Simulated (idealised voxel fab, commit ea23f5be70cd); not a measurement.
The name of this process module is voxel ribs on slabs.
Section cut is 155 nm wide and gridded with 5 nm square cells.
Square cells in a grid make up a cross-section in this document, and the grid is given as bands, listed from the top down, each one or more rows of cells.
Top, bottom (nm), then materials left to right with widths (nm); lone material tagged "all across" fills the whole band edge to edge; "air" = empty space.
Heights are expressed relative to 0, this being the level below which the as-received wafer comprises one material exclusively. The lowest band is unbounded in the downward direction and is denoted as in "0..down".
Read "30 to 40" as a graded width: first number on top, second number at the bottom, same change between each pair of neighbouring rows.
"same as before" (step): cross-section cells unchanged, all of them.
"Closed void list" - sealed voids, min. 8 cells, no opening to top; format: width x height at distance (distance from left edge; nm throughout).
Step line, after settings: the simulator's comment on this step.
For masked steps, "overlay nm" on the step line gives how far right of plan the mask actually lay; a minus sign means it lay to the left.

**So here's the lineup of process steps we planned**
| 1 | RECEIVE, material Si |
| 2 | DIRECTIONAL_DEP, material SiO2, thk nm 25 |
| 3 | DIRECTIONAL_DEP, material SiN, thk nm 20 |
| 4 | DIRECTIONAL_DEP, material aC, thk nm 15 |
| 5 | PATTERN, tone cover, mask id RIB, material resist, width nm 30, thk nm 35, overlay nm 0 |
| 6 | DIRECTIONAL_ETCH, etch materials aC, depth nm 15 |
| 7 | STRIP, etch materials resist |
| 8 | DIRECTIONAL_ETCH, etch materials SiN, depth nm 10 |
| 9 | STRIP, etch materials aC |
| 10 | DIRECTIONAL_DEP, material aC, thk nm 15 |
| 11 | PATTERN, tone cover, mask id SLAB, material resist, width nm 60, thk nm 30, overlay nm 0 |
| 12 | DIRECTIONAL_ETCH, etch materials aC, depth nm 15 |
| 13 | STRIP, etch materials resist |
| 14 | DIRECTIONAL_ETCH, etch materials SiN, depth nm 10 |
| 15 | STRIP, etch materials aC |
| 16 | FILL_DEP, material SiO2, thk nm 20 |
| 17 | CMP, height nm 55 |
| 18 | DIRECTIONAL_DEP, material TiN, thk nm 10 |
| 19 | PATTERN, tone cover, mask id HEATER, material resist, width nm 40, thk nm 20, overlay nm 0 |
| 20 | DIRECTIONAL_ETCH, etch materials TiN, depth nm 10 |
| 21 | STRIP, etch materials resist |
| 22 | CONFORMAL_DEP, material SiN, thk nm 5 |

**Wafer at receipt (post step 1), cross-section**
- 0..down = Si all across
- Closed void list: none

**End-of-module cross-section. Starting structure and process plan as above; one mistake made in running it**
- 70..65 = 50 air | 50 SiN | 55 air
- 65..60 = 50 air | 5 SiN | 40 TiN | 5 SiN | 55 air
- 60..55 = 55 SiN | 40 TiN | 60 SiN
- 55..50 = SiO2 all across
- 50..40 = 60 SiO2 | 30 SiN | 65 SiO2
- 40..25 = SiN all across
- 25..0 = SiO2 all across
- 0..down = Si all across
- Closed void list: none
Plan not followed: step 10 changed vs plan, executed as DIRECTIONAL_DEP, material SiN, thk nm 15
